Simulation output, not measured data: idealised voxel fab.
The document below concerns the process module designated voxel transistor to metal.
180 nm wide, 5 nm square cells: that's cross-section cut.
Think of the cross-section as a grid of square cells. We describe it in bands, top to bottom, and each band covers one or more rows of those cells. Read a band's entry like this: the first values are the height of its top and the height of its bottom in nm, and what follows is the sequence of materials from left to right, each with its width in nm. Note that "empty" is empty space, and that a single material marked "throughout" reaches across the band from edge to edge. Heights are reckoned from 0. Under this level, the received wafer is all of one material. The bottommost band is open-ended downward, for example "0 -> down". Width "30->40": first value at the band's top row of cells, second value at its bottom row, equal change from row to row. When a step is marked "no alterations made", none of the cells in the cross-section changed during that step. Closed-off voids of 8+ cells (no open route to the top) go in "Closed void roster", written width x height at distance from the left edge, in nm. On a step's line, text after the settings is the simulator commenting on that step. "overlay nm" on a masked step: distance the mask lay right of its planned place, negative for left.

-- Process steps - plan
1: RECEIVE (material Si)
2: CONFORMAL_DEP (material SiO2; thk nm 5)
3: CONFORMAL_DEP (material SiN; thk nm 15)
4: MASKED_ETCH (tone cover; mask id ACTIVE; width nm 100; etch materials SiN; depth nm 15; overlay nm 0)
5: MASKED_ETCH (tone cover; mask id ACTIVE; width nm 100; etch materials SiO2; depth nm 5; overlay nm 0)
6: MASKED_ETCH (tone cover; mask id ACTIVE; width nm 100; etch materials Si; depth nm 20; overlay nm 0)
7: OXIDIZE (depth nm 5)
8: FILL_DEP (material SiO2; thk nm 10)
9: CMP (height nm 20)
10: SELECTIVE_ETCH (etch materials SiO2; depth nm 10)
11: STRIP (etch materials SiN)
12: SELECTIVE_ETCH (etch materials SiO2; depth nm 5)
13: OXIDIZE (depth nm 5)
14: DIRECTIONAL_DEP (material polySi; thk nm 25)
15: DIRECTIONAL_DEP (material SiCN; thk nm 10)
16: DIRECTIONAL_DEP (material aC; thk nm 10)
17: PATTERN (tone cover; mask id GATE; material resist; width nm 20; thk nm 30; overlay nm 0)
18: DIRECTIONAL_ETCH (etch materials aC; depth nm 10)
19: STRIP (etch materials resist)
20: DIRECTIONAL_ETCH (etch materials SiCN; depth nm 20)
21: DIRECTIONAL_ETCH (etch materials polySi; depth nm 35)
22: STRIP (etch materials aC)
23: CONFORMAL_DEP (material SiN; thk nm 10)
24: DIRECTIONAL_ETCH (etch materials SiN; depth nm 10)
25: DIRECTIONAL_ETCH (etch materials SiO2; depth nm 5)
26: DIRECTIONAL_ETCH (etch materials Si; depth nm 10)
27: EPI (material nSi; thk nm 10)
28: FILL_DEP (material SiO2; thk nm 5)
29: CMP (height nm 35)
30: DIRECTIONAL_DEP (material SiO2; thk nm 15)
31: MASKED_ETCH (tone open; mask id CONTACT; width nm 20; pitch nm 70; etch materials SiO2; depth nm 55; overlay nm 0)
32: CONFORMAL_DEP (material TiN; thk nm 5)
33: FILL_DEP (material W; thk nm 5)
34: CMP (height nm 50)
35: DIRECTIONAL_DEP (material TiN; thk nm 5)
36: DIRECTIONAL_DEP (material Ru; thk nm 20)
37: MASKED_ETCH (tone cover; mask id METAL_1; width nm 20; pitch nm 70; etch materials Ru; depth nm 20; overlay nm 0)
38: MASKED_ETCH (tone cover; mask id METAL_1; width nm 20; pitch nm 70; etch materials TiN; depth nm 5; overlay nm 0)
39: FILL_DEP (material lowk; thk nm 10)
40: CMP (height nm 75)
41: CONFORMAL_DEP (material SiCN; thk nm 5)
42: DIRECTIONAL_DEP (material lowk; thk nm 30)
43: DIRECTIONAL_DEP (material aC; thk nm 10)
44: PATTERN (tone open; mask id METAL_2_HOLES; material resist; width nm 15; pitch nm 70; thk nm 30; overlay nm 0)
45: DIRECTIONAL_ETCH (etch materials aC; depth nm 10)
46: STRIP (etch materials resist)
47: DIRECTIONAL_ETCH (etch materials lowk; depth nm 30)
48: STRIP (etch materials aC)
49: PATTERN (tone open; mask id METAL_2; material resist; width nm 20; pitch nm 70; thk nm 20; overlay nm 0)
50: DIRECTIONAL_ETCH (etch materials lowk; depth nm 15)
51: DIRECTIONAL_ETCH (etch materials SiCN; depth nm 5)
52: STRIP (etch materials resist)
53: CONFORMAL_DEP (material TiN; thk nm 5)
54: FILL_DEP (material Ru; thk nm 5)
55: CMP (height nm 110)
56: CONFORMAL_DEP (material SiN; thk nm 5)

-- First of two wafers, processed according to plan

-- As-received state of the wafer in cross-section, equivalent to post-step 1
  0 -> down  Si throughout
  Closed void roster: none

-- Wafer after step 2 (cross-section)
  5 -> 0  SiO2 throughout
  Beneath the level 0, the cross-section is identical to its previous state.

-- Wafer after step 3 (cross-section)
  20 -> 5  SiN throughout
  Beneath the level 5, the cross-section is identical to its previous state.

-- Wafer after step 4 (cross-section)
  20 -> 5  40 of empty, then 100 of SiN, then 40 of empty
  Beneath the level 5, the cross-section is identical to its previous state.

-- Wafer after step 5 (cross-section)
  20 -> 5  40 of empty, then 100 of SiN, then 40 of empty
  5 -> 0  40 of empty, then 100 of SiO2, then 40 of empty
  Beneath the level 0, the cross-section is identical to its previous state.

-- Wafer after step 6 (cross-section)
  20 -> 5  40 of empty, then 100 of SiN, then 40 of empty
  5 -> 0  40 of empty, then 100 of SiO2, then 40 of empty
  0 -> -20  40 of empty, then 100 of Si, then 40 of empty
  Beneath the level -20, the cross-section is identical to its previous state.

-- Wafer after step 7 (cross-section)
  20 -> 5  40 of empty, then 100 of SiN, then 40 of empty
  5 -> 0  40 of empty, then 100 of SiO2, then 40 of empty
  0 -> -20  40 of empty, then 5 of SiO2, then 90 of Si, then 5 of SiO2, then 40 of empty
  -20 -> -25  45 of SiO2, then 90 of Si, then 45 of SiO2
  Beneath the level -25, the cross-section is identical to its previous state.

-- Wafer after step 8 (cross-section)
  30 -> 20  SiO2 throughout
  20 -> 5  40 of SiO2, then 100 of SiN, then 40 of SiO2
  5 -> 0  SiO2 throughout
  0 -> -25  45 of SiO2, then 90 of Si, then 45 of SiO2
  Beneath the level -25, the cross-section is identical to its previous state.

-- Wafer after step 9 (cross-section)
  20 -> 5  40 of SiO2, then 100 of SiN, then 40 of SiO2
  Beneath the level 5, the cross-section is identical to its previous state.

-- Wafer after step 10 (cross-section)
  20 -> 10  40 of empty, then 100 of SiN, then 40 of empty
  Beneath the level 10, the cross-section is identical to its previous state.

-- Wafer after step 11 (cross-section)
  10 -> 5  40 of SiO2, then 100 of empty, then 40 of SiO2
  Beneath the level 5, the cross-section is identical to its previous state.

-- Wafer after step 12 (cross-section)
  5 -> 0  35 of SiO2, then 110 of empty, then 35 of SiO2
  Beneath the level 0, the cross-section is identical to its previous state.

-- Wafer after step 13 (cross-section)
  5 -> 0  35 of SiO2, then 110 of empty, then 35 of SiO2
  0 -> -5  SiO2 throughout
  Beneath the level -5, the cross-section is identical to its previous state.

-- Wafer after step 14 (cross-section)
  30 -> 25  35 of polySi, then 110 of empty, then 35 of polySi
  25 -> 5  polySi throughout
  5 -> 0  35 of SiO2, then 110 of polySi, then 35 of SiO2
  Beneath the level 0, the cross-section is identical to its previous state.

-- Wafer after step 15 (cross-section)
  40 -> 35  35 of SiCN, then 110 of empty, then 35 of SiCN
  35 -> 30  SiCN throughout
  30 -> 25  35 of polySi, then 110 of SiCN, then 35 of polySi
  Beneath the level 25, the cross-section is identical to its previous state.

-- Wafer after step 16 (cross-section)
  50 -> 45  35 of aC, then 110 of empty, then 35 of aC
  45 -> 40  aC throughout
  40 -> 35  35 of SiCN, then 110 of aC, then 35 of SiCN
  Beneath the level 35, the cross-section is identical to its previous state.

-- Wafer after step 17 (cross-section)
  80 -> 50  80 of empty, then 20 of resist, then 80 of empty
  50 -> 45  35 of aC, then 45 of empty, then 20 of resist, then 45 of empty, then 35 of aC
  Beneath the level 45, the cross-section is identical to its previous state.

-- Wafer after step 18 (cross-section)
  70 -> 45  80 of empty, then 20 of resist, then 80 of empty
  45 -> 40  80 of empty, then 20 of aC, then 80 of empty
  40 -> 35  35 of SiCN, then 45 of empty, then 20 of aC, then 45 of empty, then 35 of SiCN
  Beneath the level 35, the cross-section is identical to its previous state.

-- Wafer after step 19 (cross-section)
  45 -> 40  80 of empty, then 20 of aC, then 80 of empty
  Beneath the level 40, the cross-section is identical to its previous state.

-- Wafer after step 20 (cross-section)
  45 -> 35  80 of empty, then 20 of aC, then 80 of empty
  35 -> 30  80 of empty, then 20 of SiCN, then 80 of empty
  30 -> 25  35 of polySi, then 45 of empty, then 20 of SiCN, then 45 of empty, then 35 of polySi
  Beneath the level 25, the cross-section is identical to its previous state.

-- Wafer after step 21 (cross-section)
  45 -> 35  80 of empty, then 20 of aC, then 80 of empty
  35 -> 25  80 of empty, then 20 of SiCN, then 80 of empty
  25 -> 5  80 of empty, then 20 of polySi, then 80 of empty
  5 -> 0  35 of SiO2, then 45 of empty, then 20 of polySi, then 45 of empty, then 35 of SiO2
  Beneath the level 0, the cross-section is identical to its previous state.

-- Wafer after step 22 (cross-section)
  35 -> 25  80 of empty, then 20 of SiCN, then 80 of empty
  Beneath the level 25, the cross-section is identical to its previous state.

-- Wafer after step 23 (cross-section)
  45 -> 35  70 of empty, then 40 of SiN, then 70 of empty
  35 -> 25  70 of empty, then 10 of SiN, then 20 of SiCN, then 10 of SiN, then 70 of empty
  25 -> 15  70 of empty, then 10 of SiN, then 20 of polySi, then 10 of SiN, then 70 of empty
  15 -> 10  45 of SiN, then 25 of empty, then 10 of SiN, then 20 of polySi, then 10 of SiN, then 25 of empty, then 45 of SiN
  10 -> 5  80 of SiN, then 20 of polySi, then 80 of SiN
  5 -> 0  35 of SiO2, then 45 of SiN, then 20 of polySi, then 45 of SiN, then 35 of SiO2
  Beneath the level 0, the cross-section is identical to its previous state.

-- Wafer after step 24 (cross-section)
  35 -> 25  70 of empty, then 10 of SiN, then 20 of SiCN, then 10 of SiN, then 70 of empty
  25 -> 5  70 of empty, then 10 of SiN, then 20 of polySi, then 10 of SiN, then 70 of empty
  5 -> 0  35 of SiO2, then 10 of SiN, then 25 of empty, then 10 of SiN, then 20 of polySi, then 10 of SiN, then 25 of empty, then 10 of SiN, then 35 of SiO2
  Beneath the level 0, the cross-section is identical to its previous state.

-- Wafer after step 25 (cross-section)
  35 -> 25  70 of empty, then 10 of SiN, then 20 of SiCN, then 10 of SiN, then 70 of empty
  25 -> 5  70 of empty, then 10 of SiN, then 20 of polySi, then 10 of SiN, then 70 of empty
  5 -> 0  35 of empty, then 10 of SiN, then 25 of empty, then 10 of SiN, then 20 of polySi, then 10 of SiN, then 25 of empty, then 10 of SiN, then 35 of empty
  0 -> -5  45 of SiO2, then 25 of empty, then 40 of SiO2, then 25 of empty, then 45 of SiO2
  Beneath the level -5, the cross-section is identical to its previous state.

-- Wafer after step 26 (cross-section)
  35 -> 25  70 of empty, then 10 of SiN, then 20 of SiCN, then 10 of SiN, then 70 of empty
  25 -> 5  70 of empty, then 10 of SiN, then 20 of polySi, then 10 of SiN, then 70 of empty
  5 -> 0  35 of empty, then 10 of SiN, then 25 of empty, then 10 of SiN, then 20 of polySi, then 10 of SiN, then 25 of empty, then 10 of SiN, then 35 of empty
  0 -> -5  45 of SiO2, then 25 of empty, then 40 of SiO2, then 25 of empty, then 45 of SiO2
  -5 -> -15  45 of SiO2, then 25 of empty, then 40 of Si, then 25 of empty, then 45 of SiO2
  Beneath the level -15, the cross-section is identical to its previous state.

-- Wafer after step 27 (cross-section)
  35 -> 25  70 of empty, then 10 of SiN, then 20 of SiCN, then 10 of SiN, then 70 of empty
  25 -> 5  70 of empty, then 10 of SiN, then 20 of polySi, then 10 of SiN, then 70 of empty
  5 -> 0  35 of empty, then 10 of SiN, then 15 of empty, then 10 of nSi, then 10 of SiN, then 20 of polySi, then 10 of SiN, then 10 of nSi, then 15 of empty, then 10 of SiN, then 35 of empty
  0 -> -5  45 of SiO2, then 15 of empty, then 10 of nSi, then 40 of SiO2, then 10 of nSi, then 15 of empty, then 45 of SiO2
  -5 -> -15  45 of SiO2, then 25 of nSi, then 40 of Si, then 25 of nSi, then 45 of SiO2
  Beneath the level -15, the cross-section is identical to its previous state.

-- Wafer after step 28 (cross-section)
  40 -> 35  SiO2 throughout
  35 -> 25  70 of SiO2, then 10 of SiN, then 20 of SiCN, then 10 of SiN, then 70 of SiO2
  25 -> 5  70 of SiO2, then 10 of SiN, then 20 of polySi, then 10 of SiN, then 70 of SiO2
  5 -> 0  35 of SiO2, then 10 of SiN, then 15 of SiO2, then 10 of nSi, then 10 of SiN, then 20 of polySi, then 10 of SiN, then 10 of nSi, then 15 of SiO2, then 10 of SiN, then 35 of SiO2
  0 -> -5  60 of SiO2, then 10 of nSi, then 40 of SiO2, then 10 of nSi, then 60 of SiO2
  Beneath the level -5, the cross-section is identical to its previous state.

-- Wafer after step 29 (cross-section)
  35 -> 25  70 of SiO2, then 10 of SiN, then 20 of SiCN, then 10 of SiN, then 70 of SiO2
  Beneath the level 25, the cross-section is identical to its previous state.

-- Wafer after step 30 (cross-section)
  50 -> 35  SiO2 throughout
  Beneath the level 35, the cross-section is identical to its previous state.

-- Wafer after step 31 (cross-section)
  50 -> 35  45 of SiO2, then 20 of empty, then 50 of SiO2, then 20 of empty, then 45 of SiO2
  35 -> 25  45 of SiO2, then 20 of empty, then 5 of SiO2, then 10 of SiN, then 20 of SiCN, then 10 of SiN, then 5 of SiO2, then 20 of empty, then 45 of SiO2
  25 -> 5  45 of SiO2, then 20 of empty, then 5 of SiO2, then 10 of SiN, then 20 of polySi, then 10 of SiN, then 5 of SiO2, then 20 of empty, then 45 of SiO2
  5 -> 0  35 of SiO2, then 10 of SiN, then 15 of empty, then 10 of nSi, then 10 of SiN, then 20 of polySi, then 10 of SiN, then 10 of nSi, then 15 of empty, then 10 of SiN, then 35 of SiO2
  0 -> -5  45 of SiO2, then 15 of empty, then 10 of nSi, then 40 of SiO2, then 10 of nSi, then 15 of empty, then 45 of SiO2
  Beneath the level -5, the cross-section is identical to its previous state.

-- Wafer after step 32 (cross-section)
  55 -> 50  50 of TiN, then 10 of empty, then 60 of TiN, then 10 of empty, then 50 of TiN
  50 -> 35  45 of SiO2, then 5 of TiN, then 10 of empty, then 5 of TiN, then 50 of SiO2, then 5 of TiN, then 10 of empty, then 5 of TiN, then 45 of SiO2
  35 -> 25  45 of SiO2, then 5 of TiN, then 10 of empty, then 5 of TiN, then 5 of SiO2, then 10 of SiN, then 20 of SiCN, then 10 of SiN, then 5 of SiO2, then 5 of TiN, then 10 of empty, then 5 of TiN, then 45 of SiO2
  25 -> 10  45 of SiO2, then 5 of TiN, then 10 of empty, then 5 of TiN, then 5 of SiO2, then 10 of SiN, then 20 of polySi, then 10 of SiN, then 5 of SiO2, then 5 of TiN, then 10 of empty, then 5 of TiN, then 45 of SiO2
  10 -> 5  45 of SiO2, then 5 of TiN, then 5 of empty, then 10 of TiN, then 5 of SiO2, then 10 of SiN, then 20 of polySi, then 10 of SiN, then 5 of SiO2, then 10 of TiN, then 5 of empty, then 5 of TiN, then 45 of SiO2
  5 -> 0  35 of SiO2, then 10 of SiN, then 5 of TiN, then 5 of empty, then 5 of TiN, then 10 of nSi, then 10 of SiN, then 20 of polySi, then 10 of SiN, then 10 of nSi, then 5 of TiN, then 5 of empty, then 5 of TiN, then 10 of SiN, then 35 of SiO2
  0 -> -5  45 of SiO2, then 15 of TiN, then 10 of nSi, then 40 of SiO2, then 10 of nSi, then 15 of TiN, then 45 of SiO2
  Beneath the level -5, the cross-section is identical to its previous state.

-- Wafer after step 33 (cross-section)
  60 -> 55  W throughout
  55 -> 50  50 of TiN, then 10 of W, then 60 of TiN, then 10 of W, then 50 of TiN
  50 -> 35  45 of SiO2, then 5 of TiN, then 10 of W, then 5 of TiN, then 50 of SiO2, then 5 of TiN, then 10 of W, then 5 of TiN, then 45 of SiO2
  35 -> 25  45 of SiO2, then 5 of TiN, then 10 of W, then 5 of TiN, then 5 of SiO2, then 10 of SiN, then 20 of SiCN, then 10 of SiN, then 5 of SiO2, then 5 of TiN, then 10 of W, then 5 of TiN, then 45 of SiO2
  25 -> 10  45 of SiO2, then 5 of TiN, then 10 of W, then 5 of TiN, then 5 of SiO2, then 10 of SiN, then 20 of polySi, then 10 of SiN, then 5 of SiO2, then 5 of TiN, then 10 of W, then 5 of TiN, then 45 of SiO2
  10 -> 5  45 of SiO2, then 5 of TiN, then 5 of W, then 10 of TiN, then 5 of SiO2, then 10 of SiN, then 20 of polySi, then 10 of SiN, then 5 of SiO2, then 10 of TiN, then 5 of W, then 5 of TiN, then 45 of SiO2
  5 -> 0  35 of SiO2, then 10 of SiN, then 5 of TiN, then 5 of W, then 5 of TiN, then 10 of nSi, then 10 of SiN, then 20 of polySi, then 10 of SiN, then 10 of nSi, then 5 of TiN, then 5 of W, then 5 of TiN, then 10 of SiN, then 35 of SiO2
  Beneath the level 0, the cross-section is identical to its previous state.

-- Wafer after step 34 (cross-section)
  50 -> 35  45 of SiO2, then 5 of TiN, then 10 of W, then 5 of TiN, then 50 of SiO2, then 5 of TiN, then 10 of W, then 5 of TiN, then 45 of SiO2
  Beneath the level 35, the cross-section is identical to its previous state.

-- Wafer after step 35 (cross-section)
  55 -> 50  TiN throughout
  Beneath the level 50, the cross-section is identical to its previous state.

-- Wafer after step 36 (cross-section)
  75 -> 55  Ru throughout
  Beneath the level 55, the cross-section is identical to its previous state.

-- Wafer after step 37 (cross-section)
  75 -> 55  45 of empty, then 20 of Ru, then 50 of empty, then 20 of Ru, then 45 of empty
  Beneath the level 55, the cross-section is identical to its previous state.

-- Wafer after step 38 (cross-section)
  75 -> 55  45 of empty, then 20 of Ru, then 50 of empty, then 20 of Ru, then 45 of empty
  55 -> 50  45 of empty, then 20 of TiN, then 50 of empty, then 20 of TiN, then 45 of empty
  Beneath the level 50, the cross-section is identical to its previous state.

-- Wafer after step 39 (cross-section)
  85 -> 75  lowk throughout
  75 -> 55  45 of lowk, then 20 of Ru, then 50 of lowk, then 20 of Ru, then 45 of lowk
  55 -> 50  45 of lowk, then 20 of TiN, then 50 of lowk, then 20 of TiN, then 45 of lowk
  Beneath the level 50, the cross-section is identical to its previous state.

-- Wafer after step 40 (cross-section)
  75 -> 55  45 of lowk, then 20 of Ru, then 50 of lowk, then 20 of Ru, then 45 of lowk
  Beneath the level 55, the cross-section is identical to its previous state.

-- Wafer after step 41 (cross-section)
  80 -> 75  SiCN throughout
  Beneath the level 75, the cross-section is identical to its previous state.

-- Wafer after step 42 (cross-section)
  110 -> 80  lowk throughout
  Beneath the level 80, the cross-section is identical to its previous state.

-- Wafer after step 43 (cross-section)
  120 -> 110  aC throughout
  Beneath the level 110, the cross-section is identical to its previous state.

-- Wafer after step 44 (cross-section)
  150 -> 120  45 of resist, then 15 of empty, then 55 of resist, then 15 of empty, then 50 of resist
  Beneath the level 120, the cross-section is identical to its previous state.

-- Wafer after step 45 (cross-section)
  140 -> 120  45 of resist, then 15 of empty, then 55 of resist, then 15 of empty, then 50 of resist
  120 -> 110  45 of aC, then 15 of empty, then 55 of aC, then 15 of empty, then 50 of aC
  Beneath the level 110, the cross-section is identical to its previous state.

-- Wafer after step 46 (cross-section)
  120 -> 110  45 of aC, then 15 of empty, then 55 of aC, then 15 of empty, then 50 of aC
  Beneath the level 110, the cross-section is identical to its previous state.

-- Wafer after step 47 (cross-section)
  120 -> 110  45 of aC, then 15 of empty, then 55 of aC, then 15 of empty, then 50 of aC
  110 -> 80  45 of lowk, then 15 of empty, then 55 of lowk, then 15 of empty, then 50 of lowk
  Beneath the level 80, the cross-section is identical to its previous state.

-- Wafer after step 48 (cross-section)
  110 -> 80  45 of lowk, then 15 of empty, then 55 of lowk, then 15 of empty, then 50 of lowk
  Beneath the level 80, the cross-section is identical to its previous state.

-- Wafer after step 49 (cross-section)
  130 -> 110  45 of resist, then 20 of empty, then 50 of resist, then 20 of empty, then 45 of resist
  Beneath the level 110, the cross-section is identical to its previous state.

-- Wafer after step 50 (cross-section)
  130 -> 110  45 of resist, then 20 of empty, then 50 of resist, then 20 of empty, then 45 of resist
  110 -> 95  45 of lowk, then 20 of empty, then 50 of lowk, then 20 of empty, then 45 of lowk
  Beneath the level 95, the cross-section is identical to its previous state.

-- Wafer after step 51 (cross-section)
  130 -> 110  45 of resist, then 20 of empty, then 50 of resist, then 20 of empty, then 45 of resist
  110 -> 95  45 of lowk, then 20 of empty, then 50 of lowk, then 20 of empty, then 45 of lowk
  95 -> 80  45 of lowk, then 15 of empty, then 55 of lowk, then 15 of empty, then 50 of lowk
  80 -> 75  45 of SiCN, then 15 of empty, then 55 of SiCN, then 15 of empty, then 50 of SiCN
  Beneath the level 75, the cross-section is identical to its previous state.

-- Wafer after step 52 (cross-section)
  110 -> 95  45 of lowk, then 20 of empty, then 50 of lowk, then 20 of empty, then 45 of lowk
  Beneath the level 95, the cross-section is identical to its previous state.

-- Wafer after step 53 (cross-section)
  115 -> 110  50 of TiN, then 10 of empty, then 60 of TiN, then 10 of empty, then 50 of TiN
  110 -> 100  45 of lowk, then 5 of TiN, then 10 of empty, then 5 of TiN, then 50 of lowk, then 5 of TiN, then 10 of empty, then 5 of TiN, then 45 of lowk
  100 -> 95  45 of lowk, then 5 of TiN, then 5 of empty, then 10 of TiN, then 50 of lowk, then 5 of TiN, then 5 of empty, then 10 of TiN, then 45 of lowk
  95 -> 80  45 of lowk, then 5 of TiN, then 5 of empty, then 5 of TiN, then 55 of lowk, then 5 of TiN, then 5 of empty, then 5 of TiN, then 50 of lowk
  80 -> 75  45 of SiCN, then 15 of TiN, then 55 of SiCN, then 15 of TiN, then 50 of SiCN
  Beneath the level 75, the cross-section is identical to its previous state.

-- Wafer after step 54 (cross-section)
  120 -> 115  Ru throughout
  115 -> 110  50 of TiN, then 10 of Ru, then 60 of TiN, then 10 of Ru, then 50 of TiN
  110 -> 100  45 of lowk, then 5 of TiN, then 10 of Ru, then 5 of TiN, then 50 of lowk, then 5 of TiN, then 10 of Ru, then 5 of TiN, then 45 of lowk
  100 -> 95  45 of lowk, then 5 of TiN, then 5 of Ru, then 10 of TiN, then 50 of lowk, then 5 of TiN, then 5 of Ru, then 10 of TiN, then 45 of lowk
  95 -> 80  45 of lowk, then 5 of TiN, then 5 of Ru, then 5 of TiN, then 55 of lowk, then 5 of TiN, then 5 of Ru, then 5 of TiN, then 50 of lowk
  Beneath the level 80, the cross-section is identical to its previous state.

-- Wafer after step 55 (cross-section)
  110 -> 100  45 of lowk, then 5 of TiN, then 10 of Ru, then 5 of TiN, then 50 of lowk, then 5 of TiN, then 10 of Ru, then 5 of TiN, then 45 of lowk
  Beneath the level 100, the cross-section is identical to its previous state.

-- Wafer after step 56 (cross-section)
  115 -> 110  SiN throughout
  Beneath the level 110, the cross-section is identical to its previous state.

-- It is to be noted that the second wafer proceeded from the same initial state and according to the same plan as the first, although one mistake was committed in its execution; through step 41, inclusive, the two wafers share an identical history

-- Second wafer shown in cross-section at the time step 42 was slated to end
  140 -> 80  lowk throughout
  Beneath the level 80, the cross-section is identical to its previous state.

-- Second wafer shown in cross-section at the time step 43 was slated to end
  150 -> 140  aC throughout
  Beneath the level 140, the cross-section is identical to its previous state.

-- Second wafer shown in cross-section at the time step 44 was slated to end
  180 -> 150  45 of resist, then 15 of empty, then 55 of resist, then 15 of empty, then 50 of resist
  Beneath the level 150, the cross-section is identical to its previous state.

-- Second wafer shown in cross-section at the time step 45 was slated to end
  170 -> 150  45 of resist, then 15 of empty, then 55 of resist, then 15 of empty, then 50 of resist
  150 -> 140  45 of aC, then 15 of empty, then 55 of aC, then 15 of empty, then 50 of aC
  Beneath the level 140, the cross-section is identical to its previous state.

-- Second wafer shown in cross-section at the time step 46 was slated to end
  150 -> 140  45 of aC, then 15 of empty, then 55 of aC, then 15 of empty, then 50 of aC
  Beneath the level 140, the cross-section is identical to its previous state.

-- Second wafer shown in cross-section at the time step 47 was slated to end
  150 -> 140  45 of aC, then 15 of empty, then 55 of aC, then 15 of empty, then 50 of aC
  140 -> 110  45 of lowk, then 15 of empty, then 55 of lowk, then 15 of empty, then 50 of lowk
  Beneath the level 110, the cross-section is identical to its previous state.

-- Second wafer shown in cross-section at the time step 48 was slated to end
  140 -> 110  45 of lowk, then 15 of empty, then 55 of lowk, then 15 of empty, then 50 of lowk
  Beneath the level 110, the cross-section is identical to its previous state.

-- Second wafer shown in cross-section at the time step 49 was slated to end
  160 -> 140  45 of resist, then 20 of empty, then 50 of resist, then 20 of empty, then 45 of resist
  Beneath the level 140, the cross-section is identical to its previous state.

-- Second wafer shown in cross-section at the time step 50 was slated to end
  160 -> 140  45 of resist, then 20 of empty, then 50 of resist, then 20 of empty, then 45 of resist
  140 -> 125  45 of lowk, then 20 of empty, then 50 of lowk, then 20 of empty, then 45 of lowk
  125 -> 95  45 of lowk, then 15 of empty, then 55 of lowk, then 15 of empty, then 50 of lowk
  Beneath the level 95, the cross-section is identical to its previous state.

Second wafer shown in cross-section at the time step 51 was slated to end: no alterations made

-- Second wafer shown in cross-section at the time step 52 was slated to end
  140 -> 125  45 of lowk, then 20 of empty, then 50 of lowk, then 20 of empty, then 45 of lowk
  Beneath the level 125, the cross-section is identical to its previous state.

-- Second wafer shown in cross-section at the time step 53 was slated to end
  145 -> 140  50 of TiN, then 10 of empty, then 60 of TiN, then 10 of empty, then 50 of TiN
  140 -> 130  45 of lowk, then 5 of TiN, then 10 of empty, then 5 of TiN, then 50 of lowk, then 5 of TiN, then 10 of empty, then 5 of TiN, then 45 of lowk
  130 -> 125  45 of lowk, then 5 of TiN, then 5 of empty, then 10 of TiN, then 50 of lowk, then 5 of TiN, then 5 of empty, then 10 of TiN, then 45 of lowk
  125 -> 100  45 of lowk, then 5 of TiN, then 5 of empty, then 5 of TiN, then 55 of lowk, then 5 of TiN, then 5 of empty, then 5 of TiN, then 50 of lowk
  100 -> 95  45 of lowk, then 15 of TiN, then 55 of lowk, then 15 of TiN, then 50 of lowk
  Beneath the level 95, the cross-section is identical to its previous state.

-- Second wafer shown in cross-section at the time step 54 was slated to end
  150 -> 145  Ru throughout
  145 -> 140  50 of TiN, then 10 of Ru, then 60 of TiN, then 10 of Ru, then 50 of TiN
  140 -> 130  45 of lowk, then 5 of TiN, then 10 of Ru, then 5 of TiN, then 50 of lowk, then 5 of TiN, then 10 of Ru, then 5 of TiN, then 45 of lowk
  130 -> 125  45 of lowk, then 5 of TiN, then 5 of Ru, then 10 of TiN, then 50 of lowk, then 5 of TiN, then 5 of Ru, then 10 of TiN, then 45 of lowk
  125 -> 100  45 of lowk, then 5 of TiN, then 5 of Ru, then 5 of TiN, then 55 of lowk, then 5 of TiN, then 5 of Ru, then 5 of TiN, then 50 of lowk
  Beneath the level 100, the cross-section is identical to its previous state.

-- Second wafer shown in cross-section at the time step 55 was slated to end
  110 -> 100  45 of lowk, then 5 of TiN, then 5 of Ru, then 5 of TiN, then 55 of lowk, then 5 of TiN, then 5 of Ru, then 5 of TiN, then 50 of lowk
  Beneath the level 100, the cross-section is identical to its previous state.

-- Second wafer shown in cross-section at the time step 56 was slated to end
  115 -> 110  SiN throughout
  Beneath the level 110, the cross-section is identical to its previous state.
Heads up, the wafer didn't run the way we planned it: step 42 in the plan was executed twice
Final cells, second wafer relative to first, materials higher or lower: Ru -12 | SiCN +6 | TiN -18 | lowk +24
